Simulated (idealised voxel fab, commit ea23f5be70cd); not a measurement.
Process module, titled voxel fin reveal
Each square cell in cross-section cut measures 5 nm, and the section as a whole is 180 nm wide.
Format of a cross-section: grid, square cells. Given as bands. Order: top down. Band: one or more rows of cells.
The band entry comprises the height of the band's top followed by the height of its bottom, expressed in nm, and subsequently the band's materials from left to right, each stated together with its width in nm. Where a single material is marked with the word "full width", that material fills the band from edge to edge. The word "empty" represents empty space.
The reference from which all heights are counted is 0, the level beneath which the as-received wafer is entirely one material; the lowest band, having no lower bound, proceeds downward and is written after the example "0 down".
Width: "30->40" (first number = top row, second number = bottom row, same change from row to row of cells).
"nothing was modified" (step): cross-section cells unchanged, all of them.
Voids not open to the top, 8 cells minimum: see "Closed empty spaces". Written width x height at distance; distance is from the left edge; nm.
The remark found on a step's line after its settings is issued by the simulator itself and pertains to that step.
A step's line can hold "overlay nm"; with a mask on that step, the setting says how far right of the planned place the mask lay, while a negative setting says it lay to the left.

### Set out below are the planned steps of the process
1: RECEIVE with material Si
2: CONFORMAL_DEP with material SiN, thk nm 10
3: DIRECTIONAL_DEP with material aC, thk nm 15
4: PATTERN with tone cover, mask id FINS, material resist, width nm 15, pitch nm 40, thk nm 35, overlay nm 0
5: DIRECTIONAL_ETCH with etch materials aC, depth nm 15
6: STRIP with etch materials resist
7: DIRECTIONAL_ETCH with etch materials SiN, depth nm 10
8: DIRECTIONAL_ETCH with etch materials Si, depth nm 35
9: STRIP with etch materials aC
10: FILL_DEP with material SiO2, thk nm 10
11: CMP with height nm 10
12: SELECTIVE_ETCH with etch materials SiO2, depth nm 20
13: STRIP with etch materials SiN

### As received (post step 1): cross-section
> 0 down: Si full width
> Closed empty spaces: none

### Cross-sectional view of the first of the two wafers upon completion of the module, processed in accordance with the plan
> 0 to -10: 40 of empty | 15 of Si | 25 of empty | 15 of Si | 25 of empty | 15 of Si | 45 of empty
> -10 to -35: 40 of SiO2 | 15 of Si | 25 of SiO2 | 15 of Si | 25 of SiO2 | 15 of Si | 45 of SiO2
> -35 down: Si full width
> Closed empty spaces: none

### Cross-section at end of module for the second wafer of two, which matched the first in starting point and plan and differed by one mistake in its processing
> 0 to -10: 40 of empty | 15 of Si | 25 of empty | 15 of Si | 25 of empty | 15 of Si | 45 of empty
> -10 to -25: 40 of SiO2 | 15 of Si | 25 of SiO2 | 15 of Si | 25 of SiO2 | 15 of Si | 45 of SiO2
> -25 down: Si full width
> Closed empty spaces: none
So what did we get wrong on this run? step 8 was processed under conditions differing from the plan, specifically as DIRECTIONAL_ETCH with etch materials Si, depth nm 25
It is noted that, at the conclusion of processing, the second wafer exhibits a higher or lower cell count for certain materials relative to the first: 54 more of Si | 54 fewer of SiO2
